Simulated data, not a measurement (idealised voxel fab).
Module name: voxel transistor to metal (process module)
Cross-section cut spans 270 nm and uses square cells 5 nm in size.
How to read a cross-section here: the picture is a grid of square cells, written as bands going from the top down, and any band can span one or more rows of cells.
Top height, bottom height, nm. Materials left to right, width each, nm. Single material + "all across" = fills band edge to edge. "air" = empty.
Counting heights begins at 0, where everything beneath is, in the wafer as received, one material. The lowest band has no bottom; it goes on downwards, as "0 nm and below" shows.
The expression "30->40" gives the width at the extremes of the band, the first number at its top row of cells and the second at its bottom row, with the width changing by equal amounts from each row to the next in between.
"no change occurred" after a step means that no cell of the cross-section changed.
"Closed empty spaces" specifies each empty space that is not open to the top and that occupies no fewer than 8 cells, using the form width x height at distance, the distance measured from the left edge and all three quantities in nm.
It should be noted that, on the line of a given step, the content following the step's settings is a remark produced by the simulator itself with respect to that step.
What "overlay nm" on a step's line means: if the step has a mask, that mask lay this far to the right of its planned place, or, when the value is negative, to the left.
[Steps in the process plan]
- 1: RECEIVE [material Si]
- 2: CONFORMAL_DEP [material SiO2] [thk nm 5]
- 3: CONFORMAL_DEP [material SiN] [thk nm 15]
- 4: DIRECTIONAL_DEP [material aC] [thk nm 10]
- 5: PATTERN [tone cover] [mask id ACTIVE] [material resist] [width nm 105] [pitch nm 125] [thk nm 30] [overlay nm 0]
- 6: DIRECTIONAL_ETCH [etch materials aC] [depth nm 10]
- 7: STRIP [etch materials resist]
- 8: DIRECTIONAL_ETCH [etch materials SiN] [depth nm 15]
- 9: DIRECTIONAL_ETCH [etch materials SiO2] [depth nm 5]
- 10: DIRECTIONAL_ETCH [etch materials Si] [depth nm 20]
- 11: STRIP [etch materials aC]
- 12: FILL_DEP [material SiO2] [thk nm 10]
- 13: CMP [height nm 20]
- 14: SELECTIVE_ETCH [etch materials SiO2] [depth nm 5]
- 15: STRIP [etch materials SiN]
- 16: SELECTIVE_ETCH [etch materials SiO2] [depth nm 5]
- 17: OXIDIZE [depth nm 5]
- 18: DIRECTIONAL_DEP [material polySi] [thk nm 25]
- 19: DIRECTIONAL_DEP [material SiCN] [thk nm 15]
- 20: MASKED_ETCH [tone cover] [mask id GATE] [width nm 25] [pitch nm 125] [etch materials SiCN] [depth nm 25] [overlay nm 0]
- 21: MASKED_ETCH [tone cover] [mask id GATE] [width nm 25] [pitch nm 125] [etch materials polySi] [depth nm 35] [overlay nm 0]
- 22: CONFORMAL_DEP [material SiN] [thk nm 5]
- 23: DIRECTIONAL_ETCH [etch materials SiN] [depth nm 5]
- 24: DIRECTIONAL_ETCH [etch materials SiO2] [depth nm 5]
- 25: DIRECTIONAL_ETCH [etch materials Si] [depth nm 10]
- 26: EPI [material nSi] [thk nm 10]
- 27: FILL_DEP [material SiO2] [thk nm 5]
- 28: CMP [height nm 25]
- 29: STRIP [etch materials polySi]
- 30: SELECTIVE_ETCH [etch materials SiO2] [depth nm 5]
- 31: CONFORMAL_DEP [material HfO2] [thk nm 5]
- 32: CONFORMAL_DEP [material TiN] [thk nm 5]
- 33: FILL_DEP [material W] [thk nm 5]
- 34: CMP [height nm 20]
- 35: DIRECTIONAL_DEP [material SiO2] [thk nm 10]
- 36: PATTERN [tone open] [mask id CONTACT] [material resist] [width nm 15] [thk nm 20] [overlay nm 0]
- 37: DIRECTIONAL_ETCH [etch materials SiO2] [depth nm 35]
- 38: STRIP [etch materials resist]
- 39: CONFORMAL_DEP [material TiN] [thk nm 5]
- 40: FILL_DEP [material Ru] [thk nm 10]
- 41: CMP [height nm 30]
- 42: DIRECTIONAL_DEP [material TiN] [thk nm 5]
- 43: DIRECTIONAL_DEP [material Ru] [thk nm 15]
- 44: MASKED_ETCH [tone cover] [mask id METAL_1] [width nm 15] [etch materials Ru] [depth nm 15] [overlay nm 0]
- 45: MASKED_ETCH [tone cover] [mask id METAL_1] [width nm 15] [etch materials TiN] [depth nm 5] [overlay nm 0]
- 46: CONFORMAL_DEP [material SiCN] [thk nm 5]
- 47: FILL_DEP [material lowk] [thk nm 5]
- 48: CMP [height nm 50]
- 49: CONFORMAL_DEP [material SiCN] [thk nm 5]
[Wafer at receipt (post step 1), cross-section]
	0 nm and below: Si all across
	Closed empty spaces: none
[Wafer cross-section at module end: first of two, run to plan]
	55 nm to 50 nm: SiCN all across
	50 nm to 35 nm: 25 nm lowk; 5 nm SiCN; 15 nm Ru; 5 nm SiCN; 45 nm lowk; 5 nm SiCN; 15 nm Ru; 5 nm SiCN; 30 nm lowk; 5 nm SiCN; 15 nm Ru; 5 nm SiCN; 45 nm lowk; 5 nm SiCN; 15 nm Ru; 5 nm SiCN; 25 nm lowk
	35 nm to 30 nm: 30 nm SiCN; 15 nm TiN; 55 nm SiCN; 15 nm TiN; 40 nm SiCN; 15 nm TiN; 55 nm SiCN; 15 nm TiN; 30 nm SiCN
	30 nm to 20 nm: 30 nm SiO2; 5 nm TiN; 5 nm Ru; 5 nm TiN; 55 nm SiO2; 5 nm TiN; 5 nm Ru; 5 nm TiN; 40 nm SiO2; 5 nm TiN; 5 nm Ru; 5 nm TiN; 55 nm SiO2; 5 nm TiN; 5 nm Ru; 5 nm TiN; 30 nm SiO2
	20 nm to 10 nm: 30 nm SiO2; 5 nm TiN; 5 nm Ru; 5 nm TiN; 10 nm SiO2; 5 nm SiN; 5 nm HfO2; 5 nm TiN; 5 nm W; 5 nm TiN; 5 nm HfO2; 5 nm SiN; 10 nm SiO2; 5 nm TiN; 5 nm Ru; 5 nm TiN; 40 nm SiO2; 5 nm TiN; 5 nm Ru; 5 nm TiN; 10 nm SiO2; 5 nm SiN; 5 nm HfO2; 5 nm TiN; 5 nm W; 5 nm TiN; 5 nm HfO2; 5 nm SiN; 10 nm SiO2; 5 nm TiN; 5 nm Ru; 5 nm TiN; 30 nm SiO2
	10 nm to 5 nm: 15 nm SiO2; 5 nm SiN; 10 nm SiO2; 5 nm TiN; 5 nm Ru; 5 nm TiN; 10 nm SiO2; 5 nm SiN; 5 nm HfO2; 5 nm TiN; 5 nm W; 5 nm TiN; 5 nm HfO2; 5 nm SiN; 10 nm SiO2; 5 nm TiN; 5 nm Ru; 5 nm TiN; 10 nm SiO2; 5 nm SiN; 10 nm SiO2; 5 nm SiN; 10 nm SiO2; 5 nm TiN; 5 nm Ru; 5 nm TiN; 10 nm SiO2; 5 nm SiN; 5 nm HfO2; 5 nm TiN; 5 nm W; 5 nm TiN; 5 nm HfO2; 5 nm SiN; 10 nm SiO2; 5 nm TiN; 5 nm Ru; 5 nm TiN; 10 nm SiO2; 5 nm SiN; 15 nm SiO2
	5 nm to 0 nm: 15 nm SiO2; 5 nm SiN; 10 nm SiO2; 5 nm TiN; 5 nm Ru; 5 nm TiN; 10 nm nSi; 5 nm SiN; 5 nm HfO2; 15 nm TiN; 5 nm HfO2; 5 nm SiN; 10 nm nSi; 5 nm TiN; 5 nm Ru; 5 nm TiN; 10 nm SiO2; 5 nm SiN; 10 nm SiO2; 5 nm SiN; 10 nm SiO2; 5 nm TiN; 5 nm Ru; 5 nm TiN; 10 nm nSi; 5 nm SiN; 5 nm HfO2; 15 nm TiN; 5 nm HfO2; 5 nm SiN; 10 nm nSi; 5 nm TiN; 5 nm Ru; 5 nm TiN; 10 nm SiO2; 5 nm SiN; 15 nm SiO2
	0 nm to -5 nm: 30 nm SiO2; 15 nm TiN; 10 nm nSi; 35 nm HfO2; 10 nm nSi; 15 nm TiN; 40 nm SiO2; 15 nm TiN; 10 nm nSi; 35 nm HfO2; 10 nm nSi; 15 nm TiN; 30 nm SiO2
	-5 nm to -15 nm: 20 nm SiO2; 35 nm nSi; 35 nm Si; 35 nm nSi; 20 nm SiO2; 35 nm nSi; 35 nm Si; 35 nm nSi; 20 nm SiO2
	-15 nm to -20 nm: 20 nm SiO2; 105 nm Si; 20 nm SiO2; 105 nm Si; 20 nm SiO2
	-20 nm and below: Si all across
	Closed empty spaces: none
[Presented here is a cross-section of the second of the two wafers as it stood at the end of the module. It was started in the same manner and assigned the same plan as the first wafer; however, one mistake was made in its execution]
	55 nm to 50 nm: SiCN all across
	50 nm to 35 nm: 25 nm lowk; 5 nm SiCN; 15 nm Ru; 5 nm SiCN; 45 nm lowk; 5 nm SiCN; 15 nm Ru; 5 nm SiCN; 30 nm lowk; 5 nm SiCN; 15 nm Ru; 5 nm SiCN; 45 nm lowk; 5 nm SiCN; 15 nm Ru; 5 nm SiCN; 25 nm lowk
	35 nm to 30 nm: 30 nm SiCN; 15 nm TiN; 55 nm SiCN; 15 nm TiN; 40 nm SiCN; 15 nm TiN; 55 nm SiCN; 15 nm TiN; 30 nm SiCN
	30 nm to 20 nm: 30 nm SiO2; 5 nm TiN; 5 nm Ru; 5 nm TiN; 55 nm SiO2; 5 nm TiN; 5 nm Ru; 5 nm TiN; 40 nm SiO2; 5 nm TiN; 5 nm Ru; 5 nm TiN; 55 nm SiO2; 5 nm TiN; 5 nm Ru; 5 nm TiN; 30 nm SiO2
	20 nm to 10 nm: 30 nm SiO2; 5 nm TiN; 5 nm Ru; 5 nm TiN; 10 nm SiO2; 5 nm SiN; 5 nm HfO2; 5 nm TiN; 5 nm W; 5 nm TiN; 5 nm HfO2; 5 nm SiN; 10 nm SiO2; 5 nm TiN; 5 nm Ru; 5 nm TiN; 40 nm SiO2; 5 nm TiN; 5 nm Ru; 5 nm TiN; 10 nm SiO2; 5 nm SiN; 5 nm HfO2; 5 nm TiN; 5 nm W; 5 nm TiN; 5 nm HfO2; 5 nm SiN; 10 nm SiO2; 5 nm TiN; 5 nm Ru; 5 nm TiN; 30 nm SiO2
	10 nm to 5 nm: 15 nm SiO2; 5 nm SiN; 10 nm SiO2; 5 nm TiN; 5 nm Ru; 5 nm TiN; 10 nm SiO2; 5 nm SiN; 5 nm HfO2; 5 nm TiN; 5 nm W; 5 nm TiN; 5 nm HfO2; 5 nm SiN; 10 nm SiO2; 5 nm TiN; 5 nm Ru; 5 nm TiN; 10 nm SiO2; 5 nm SiN; 10 nm SiO2; 5 nm SiN; 10 nm SiO2; 5 nm TiN; 5 nm Ru; 5 nm TiN; 10 nm SiO2; 5 nm SiN; 5 nm HfO2; 5 nm TiN; 5 nm W; 5 nm TiN; 5 nm HfO2; 5 nm SiN; 10 nm SiO2; 5 nm TiN; 5 nm Ru; 5 nm TiN; 10 nm SiO2; 5 nm SiN; 15 nm SiO2
	5 nm to 0 nm: 15 nm SiO2; 5 nm SiN; 10 nm SiO2; 5 nm TiN; 5 nm Ru; 5 nm TiN; 10 nm nSi; 5 nm SiN; 5 nm HfO2; 15 nm TiN; 5 nm HfO2; 5 nm SiN; 10 nm nSi; 5 nm TiN; 5 nm Ru; 5 nm TiN; 10 nm SiO2; 5 nm SiN; 10 nm SiO2; 5 nm SiN; 10 nm SiO2; 5 nm TiN; 5 nm Ru; 5 nm TiN; 10 nm nSi; 5 nm SiN; 5 nm HfO2; 15 nm TiN; 5 nm HfO2; 5 nm SiN; 10 nm nSi; 5 nm TiN; 5 nm Ru; 5 nm TiN; 10 nm SiO2; 5 nm SiN; 15 nm SiO2
	0 nm to -5 nm: 30 nm SiO2; 15 nm TiN; 10 nm nSi; 35 nm HfO2; 10 nm nSi; 15 nm TiN; 40 nm SiO2; 15 nm TiN; 10 nm nSi; 35 nm HfO2; 10 nm nSi; 15 nm TiN; 30 nm SiO2
	-5 nm to -15 nm: 20 nm SiO2; 35 nm nSi; 35 nm Si; 35 nm nSi; 20 nm SiO2; 35 nm nSi; 35 nm Si; 35 nm nSi; 20 nm SiO2
	-15 nm to -40 nm: 20 nm SiO2; 105 nm Si; 20 nm SiO2; 105 nm Si; 20 nm SiO2
	-40 nm and below: Si all across
	Closed empty spaces: none
Processing error: the plan had its step 10 run twice
End check, counted in cells, second wafer has more or fewer of these materials than the first: Si -48, SiO2 +48
